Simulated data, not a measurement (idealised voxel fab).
Process module, titled voxel plated lines
Cross-section cut spans 220 nm and uses square cells 5 nm in size.
Cross-section layout: square cells on a grid; listed as bands, top to bottom; a band spans one or more cell rows. Heads up on the band format: heights come first, top then bottom, in nm. After that it's the materials left to right, each with its width in nm. A single material flagged "full width" fills the whole band edge to edge, and "empty" means there's empty space there. Beneath 0, the wafer as received is one material, and that level is where height counting begins. The lowest band goes on downward without a bottom; it is written like "top 0, no bottom". A two-number width, for instance "30 to 40", indicates that the width is equal to the first number in the top row of the band and to the second number in the bottom row, and that it changes by a constant amount per row of cells. "stayed the same" after a step means that no cell of the cross-section changed. "Closed cavity list" enumerates empty spaces isolated from the top, with no open way to it, that contain at least 8 cells, giving each as width x height at distance from the left edge, all three in nm. The remark found on a step's line after its settings is issued by the simulator itself and pertains to that step. Each step line may optionally specify "overlay nm", which for a step with a mask gives the rightward distance between the mask's planned place and where it lay, a negative value indicating the leftward direction.
The process steps that were planned are listed below
step 1: op RECEIVE | material Si
step 2: op CONFORMAL_DEP | material SiN | thk nm 15
step 3: op DIRECTIONAL_DEP | material TiN | thk nm 5
step 4: op PATTERN | tone open | mask id LINES | material resist | width nm 15 | pitch nm 35 | thk nm 25 | overlay nm 0
step 5: op EPI | material Ru | thk nm 10
step 6: op EPI | material Ru | thk nm 10
step 7: op STRIP | etch materials resist
step 8: op DIRECTIONAL_ETCH | etch materials TiN | depth nm 5
step 9: op CONFORMAL_DEP | material SiCN | thk nm 10
Cross-sectional view of the wafer in its as-received condition, corresponding to the state after step 1
top 0, no bottom | Si full width
Closed cavity list: none
The first of the two wafers as seen in cross-section once the module was finished; processing followed the plan
top 50, bottom 40 | 75 nm empty  70 nm SiCN  75 nm empty
top 40, bottom 25 | 75 nm empty  10 nm SiCN  15 nm Ru  20 nm SiCN  15 nm Ru  10 nm SiCN  75 nm empty
top 25, bottom 20 | 85 nm SiCN  15 nm Ru  20 nm SiCN  15 nm Ru  85 nm SiCN
top 20, bottom 15 | 85 nm SiCN  15 nm TiN  20 nm SiCN  15 nm TiN  85 nm SiCN
top 15, bottom 0 | SiN full width
top 0, no bottom | Si full width
Closed cavity list: none
The second wafer, shown in cross-section after the module: started the same way as the first and given the same plan, yet one mistake crept into how it was run
top 30, bottom 20 | SiCN full width
top 20, bottom 5 | SiN full width
top 5, bottom 0 | TiN full width
top 0, no bottom | Si full width
Closed cavity list: none
Here's what went sideways: swap of plan steps 2 and 3 during execution
Wrapping up, a cell-based count of both wafers puts the second over or under the first for these materials: Ru -24, SiCN -40, TiN +38
